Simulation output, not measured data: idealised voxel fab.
Process module under the name voxel trench capacitor
Cross-section cut: width 245 nm, square cells of 5 nm.
Square cells in a grid make up a cross-section in this document, and the grid is given as bands, listed from the top down, each one or more rows of cells. For a band, the entry starts with two heights in nm, that of the top and then that of the bottom, and carries on with the band's materials in order from left to right, each alongside its width in nm; the word "edge to edge" beside a single material means it fills the band edge to edge, and "air" means empty space. Convention: height 0 is the level below which the wafer, as received, is all one material. The lowest band does not terminate at the bottom but continues downward, represented as "z 0 and below". A width given as "30..40" starts at the first number in the band's top row and ends at the second number in its bottom row, shifting by an equal amount at every step from row to row. "no modifications" (step): cross-section cells unchanged, all of them. The entry "Enclosed voids" lists the empty spaces that cover at least 8 cells and have no open path to the top. Each is written as width x height at distance, where the distance is measured from the left edge and all three values are in nm. Post-settings text on a step line: simulator's own remark regarding the step. overlay nm: for a step with a mask, the amount by which the mask lay right of where it was planned; a negative amount means left of it.
Steps planned for the process
1: RECEIVE,material Si
2: CONFORMAL_DEP,material SiN,thk nm 10
3: PATTERN,tone open,mask id TRENCH,material resist,width nm 25,pitch nm 55,thk nm 20,overlay nm 0
4: DIRECTIONAL_ETCH,etch materials SiN,depth nm 10
5: DIRECTIONAL_ETCH,etch materials Si,depth nm 25
6: STRIP,etch materials resist
7: CONFORMAL_DEP,material Al2O3,thk nm 5
8: CONFORMAL_DEP,material TiN,thk nm 5
9: FILL_DEP,material W,thk nm 10
10: CMP,height nm 10
Of two wafers, the first: run according to plan
Cross-section of the wafer at receipt, which is the condition after step 1
  z 0 and below = Si edge to edge
  Enclosed voids: none
Upon completion of step 2, the wafer appears in cross-section as shown
  z 10 to 0 = SiN edge to edge
  Below 0, no change.
Upon completion of step 3, the wafer appears in cross-section as shown
  z 30 to 10 = resist: 55; air: 25; resist: 30; air: 25; resist: 30; air: 25; resist: 55
  Below 10, no change.
Upon completion of step 4, the wafer appears in cross-section as shown
  z 30 to 10 = resist: 55; air: 25; resist: 30; air: 25; resist: 30; air: 25; resist: 55
  z 10 to 0 = SiN: 55; air: 25; SiN: 30; air: 25; SiN: 30; air: 25; SiN: 55
  Below 0, no change.
Upon completion of step 5, the wafer appears in cross-section as shown
  z 30 to 10 = resist: 55; air: 25; resist: 30; air: 25; resist: 30; air: 25; resist: 55
  z 10 to 0 = SiN: 55; air: 25; SiN: 30; air: 25; SiN: 30; air: 25; SiN: 55
  z 0 to -25 = Si: 55; air: 25; Si: 30; air: 25; Si: 30; air: 25; Si: 55
  Below -25, no change.
Upon completion of step 6, the wafer appears in cross-section as shown
  z 10 to 0 = SiN: 55; air: 25; SiN: 30; air: 25; SiN: 30; air: 25; SiN: 55
  Below 0, no change.
Upon completion of step 7, the wafer appears in cross-section as shown
  z 15 to 10 = Al2O3: 60; air: 15; Al2O3: 40; air: 15; Al2O3: 40; air: 15; Al2O3: 60
  z 10 to 0 = SiN: 55; Al2O3: 5; air: 15; Al2O3: 5; SiN: 30; Al2O3: 5; air: 15; Al2O3: 5; SiN: 30; Al2O3: 5; air: 15; Al2O3: 5; SiN: 55
  z 0 to -20 = Si: 55; Al2O3: 5; air: 15; Al2O3: 5; Si: 30; Al2O3: 5; air: 15; Al2O3: 5; Si: 30; Al2O3: 5; air: 15; Al2O3: 5; Si: 55
  z -20 to -25 = Si: 55; Al2O3: 25; Si: 30; Al2O3: 25; Si: 30; Al2O3: 25; Si: 55
  Below -25, no change.
Upon completion of step 8, the wafer appears in cross-section as shown
  z 20 to 15 = TiN: 65; air: 5; TiN: 50; air: 5; TiN: 50; air: 5; TiN: 65
  z 15 to 10 = Al2O3: 60; TiN: 5; air: 5; TiN: 5; Al2O3: 40; TiN: 5; air: 5; TiN: 5; Al2O3: 40; TiN: 5; air: 5; TiN: 5; Al2O3: 60
  z 10 to 0 = SiN: 55; Al2O3: 5; TiN: 5; air: 5; TiN: 5; Al2O3: 5; SiN: 30; Al2O3: 5; TiN: 5; air: 5; TiN: 5; Al2O3: 5; SiN: 30; Al2O3: 5; TiN: 5; air: 5; TiN: 5; Al2O3: 5; SiN: 55
  z 0 to -15 = Si: 55; Al2O3: 5; TiN: 5; air: 5; TiN: 5; Al2O3: 5; Si: 30; Al2O3: 5; TiN: 5; air: 5; TiN: 5; Al2O3: 5; Si: 30; Al2O3: 5; TiN: 5; air: 5; TiN: 5; Al2O3: 5; Si: 55
  z -15 to -20 = Si: 55; Al2O3: 5; TiN: 15; Al2O3: 5; Si: 30; Al2O3: 5; TiN: 15; Al2O3: 5; Si: 30; Al2O3: 5; TiN: 15; Al2O3: 5; Si: 55
  Below -20, no change.
Upon completion of step 9, the wafer appears in cross-section as shown
  z 30 to 20 = W edge to edge
  z 20 to 15 = TiN: 65; W: 5; TiN: 50; W: 5; TiN: 50; W: 5; TiN: 65
  z 15 to 10 = Al2O3: 60; TiN: 5; W: 5; TiN: 5; Al2O3: 40; TiN: 5; W: 5; TiN: 5; Al2O3: 40; TiN: 5; W: 5; TiN: 5; Al2O3: 60
  z 10 to 0 = SiN: 55; Al2O3: 5; TiN: 5; W: 5; TiN: 5; Al2O3: 5; SiN: 30; Al2O3: 5; TiN: 5; W: 5; TiN: 5; Al2O3: 5; SiN: 30; Al2O3: 5; TiN: 5; W: 5; TiN: 5; Al2O3: 5; SiN: 55
  z 0 to -15 = Si: 55; Al2O3: 5; TiN: 5; W: 5; TiN: 5; Al2O3: 5; Si: 30; Al2O3: 5; TiN: 5; W: 5; TiN: 5; Al2O3: 5; Si: 30; Al2O3: 5; TiN: 5; W: 5; TiN: 5; Al2O3: 5; Si: 55
  Below -15, no change.
Upon completion of step 10, the wafer appears in cross-section as shown
  z 10 to 0 = SiN: 55; Al2O3: 5; TiN: 5; W: 5; TiN: 5; Al2O3: 5; SiN: 30; Al2O3: 5; TiN: 5; W: 5; TiN: 5; Al2O3: 5; SiN: 30; Al2O3: 5; TiN: 5; W: 5; TiN: 5; Al2O3: 5; SiN: 55
  Below 0, no change.
Notes, second wafer: start = first wafer's, plan = first wafer's, execution had one mistake; history identical to first through step 9
Planned end of step 10: second wafer, cross-section
  z 0 to -15 = Si: 55; Al2O3: 5; TiN: 5; W: 5; TiN: 5; Al2O3: 5; Si: 30; Al2O3: 5; TiN: 5; W: 5; TiN: 5; Al2O3: 5; Si: 30; Al2O3: 5; TiN: 5; W: 5; TiN: 5; Al2O3: 5; Si: 55
  Below -15, no change.
Want to know what went wrong? it should be noted that step 10 was executed with settings other than those planned, the operation and settings actually applied being CMP,height nm 0
End check, counted in cells, second wafer has more or fewer of these materials than the first: Al2O3: 12 fewer; SiN: 68 fewer; TiN: 12 fewer; W: 6 fewer
